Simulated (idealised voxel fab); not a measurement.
You're looking at the process module voxel self aligned vias.
Cross-sectional view cut (width: 210 nm; square cell size: 5 nm).
Cross-section layout: square cells on a grid; listed as bands, top to bottom; a band spans one or more cell rows.
Top, bottom (nm), then materials left to right with widths (nm); lone material tagged "all across" fills the whole band edge to edge; "empty" = empty space.
The reference from which all heights are counted is 0, the level beneath which the as-received wafer is entirely one material; the lowest band, having no lower bound, proceeds downward and is written after the example "from 0 down".
A width such as "30..40" changes by the same amount from each row of cells to the next, from the band's top row to its bottom row.
You'll sometimes find "remained unchanged" written for a step, and that's the way of saying that nowhere in the cross-section did a cell change during that step.
Entry "Unvented voids". Content: empty spaces with no open connection to the top, size 8 cells or greater. Each: width x height at distance. Distance: from left edge. Unit: nm.
Formally, on a step line, whatever follows the settings is a remark that the simulator itself makes on the step.
Each step line may optionally specify "overlay nm", which for a step with a mask gives the rightward distance between the mask's planned place and where it lay, a negative value indicating the leftward direction.
Plan
step 1: RECEIVE [material Si]
step 2: CONFORMAL_DEP [material SiO2] [thk nm 15]
step 3: CONFORMAL_DEP [material SiCN] [thk nm 5]
step 4: DIRECTIONAL_DEP [material SiO2] [thk nm 30]
step 5: DIRECTIONAL_DEP [material aC] [thk nm 15]
step 6: PATTERN [tone open] [mask id LINES] [material resist] [width nm 30] [pitch nm 65] [thk nm 30] [overlay nm 0]
step 7: DIRECTIONAL_ETCH [etch materials aC] [depth nm 15]
step 8: STRIP [etch materials resist]
step 9: DIRECTIONAL_ETCH [etch materials SiO2] [depth nm 30]
step 10: STRIP [etch materials aC]
step 11: CONFORMAL_DEP [material TiN] [thk nm 5]
step 12: FILL_DEP [material W] [thk nm 10]
step 13: CMP [height nm 50]
step 14: SELECTIVE_ETCH [etch materials W Ru TiN] [depth nm 5]
step 15: FILL_DEP [material SiN] [thk nm 10]
step 16: CMP [height nm 50]
step 17: DIRECTIONAL_DEP [material SiO2] [thk nm 20]
step 18: PATTERN [tone open] [mask id VIAS] [material resist] [width nm 40] [thk nm 15] [overlay nm 0]
step 19: DIRECTIONAL_ETCH [etch materials SiO2] [depth nm 20]
step 20: DIRECTIONAL_ETCH [etch materials SiN] [depth nm 5]
step 21: STRIP [etch materials resist]
step 22: CONFORMAL_DEP [material TiN] [thk nm 5]
step 23: FILL_DEP [material Ru] [thk nm 10]
step 24: CMP [height nm 70]
step 25: CONFORMAL_DEP [material SiN] [thk nm 5]
As received, after step 1
    from 0 down = Si all across
    Unvented voids: none
Cross-section, end of module. Start: as above. Plan: as above. Execution: one mistake
    from 75 to 70 = SiN all across
    from 70 to 50 = 50 nm SiO2, 5 nm TiN, 30 nm Ru, 5 nm TiN, 120 nm SiO2
    from 50 to 45 = 50 nm SiN, 40 nm TiN, 120 nm SiN
    from 45 to 40 = 60 nm TiN, 20 nm W, 45 nm TiN, 20 nm W, 65 nm TiN
    from 40 to 25 = 55 nm SiO2, 5 nm TiN, 20 nm W, 5 nm TiN, 35 nm SiO2, 5 nm TiN, 20 nm W, 5 nm TiN, 60 nm SiO2
    from 25 to 20 = 55 nm SiO2, 30 nm TiN, 35 nm SiO2, 30 nm TiN, 60 nm SiO2
    from 20 to 15 = SiCN all across
    from 15 to 0 = SiO2 all across
    from 0 down = Si all across
    Unvented voids: none
What broke from the plan during processing? step 4 ran with different settings than intended, the actual operation and settings being DIRECTIONAL_DEP [material SiO2] [thk nm 20]
